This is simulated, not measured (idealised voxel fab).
process module | voxel quadruple lines
cross-section cut | 280 nm wide | cells 5 nm
A cross-section is a grid of square cells, given in bands from the top down. A band is one or more rows of cells.
Each band's line starts with the height of the band's top and of its bottom, in nm. Then come its materials from left to right, each with its width in nm. One material with "throughout" fills the band from edge to edge. "air" is empty space.
Height 0 is the level under which the wafer as received is all one material. The lowest band goes on downwards, as in "0 down".
A width such as "30 to 40" changes by the same amount from each row of cells to the next, from the band's top row to its bottom row.
"no change" after a step means that no cell of the cross-section changed.
closed voids: empty space of 8 cells or more with no open way to the top, each as width x height at its distance from the left edge, in nm
after a step's settings: what the simulator itself notes on the step
overlay nm, on a step with a mask: how far to the right of its planned place the mask lay; to the left if negative
plan
1 op RECEIVE | material Si
2 op CONFORMAL_DEP | material SiO2 | thk nm 10
3 op DIRECTIONAL_DEP | material W | thk nm 10
4 op DIRECTIONAL_DEP | material polySi | thk nm 20
5 op DIRECTIONAL_DEP | material aC | thk nm 20
6 op PATTERN | tone cover | mask id MANDREL | material resist | width nm 20 | pitch nm 60 | thk nm 25 | overlay nm -15
7 op DIRECTIONAL_ETCH | etch materials aC | depth nm 20
8 op STRIP | etch materials resist
9 op CONFORMAL_DEP | material SiO2 | thk nm 10
10 op DIRECTIONAL_ETCH | etch materials SiO2 | depth nm 10
11 op STRIP | etch materials aC
12 op DIRECTIONAL_ETCH | etch materials polySi | depth nm 20
13 op STRIP | etch materials SiO2
14 op CONFORMAL_DEP | material SiCN | thk nm 5
15 op DIRECTIONAL_ETCH | etch materials SiCN | depth nm 5
16 op STRIP | etch materials polySi
17 op DIRECTIONAL_ETCH | etch materials W | depth nm 10
18 op STRIP | etch materials SiCN
varied across the wafers: overlay nm of step 6. The plan shows the first wafer's value. All wafers start alike
first wafer as received, after step 1
  0 down: Si throughout
  closed voids: none
first wafer at the end, after step 18
  20 to 10: air 70 | W 5 | air 10 | W 5 | air 10 | W 5 | air 10 | W 5 | air 10 | W 5 | air 10 | W 5 | air 10 | W 5 | air 10 | W 5 | air 100
  10 to 0: SiO2 throughout
  0 down: Si throughout
  closed voids: none
last wafer at the end
  20 to 10: air 100 | W 5 | air 10 | W 5 | air 10 | W 5 | air 10 | W 5 | air 10 | W 5 | air 10 | W 5 | air 10 | W 5 | air 10 | W 5 | air 70
  10 to 0: SiO2 throughout
  0 down: Si throughout
  closed voids: none
each wafer at the end: cells of each material gained (+) or lost (-) since it was received, then its closed voids
overlay nm -15 | +112 SiO2 | +16 W | closed voids: none
overlay nm -10 | +112 SiO2 | +16 W | closed voids: none
overlay nm -5 | +112 SiO2 | +16 W | closed voids: none
overlay nm 0 | +112 SiO2 | +16 W | closed voids: none
overlay nm 5 | +112 SiO2 | +16 W | closed voids: none
overlay nm 10 | +112 SiO2 | +16 W | closed voids: none
overlay nm 15 | +112 SiO2 | +16 W | closed voids: none
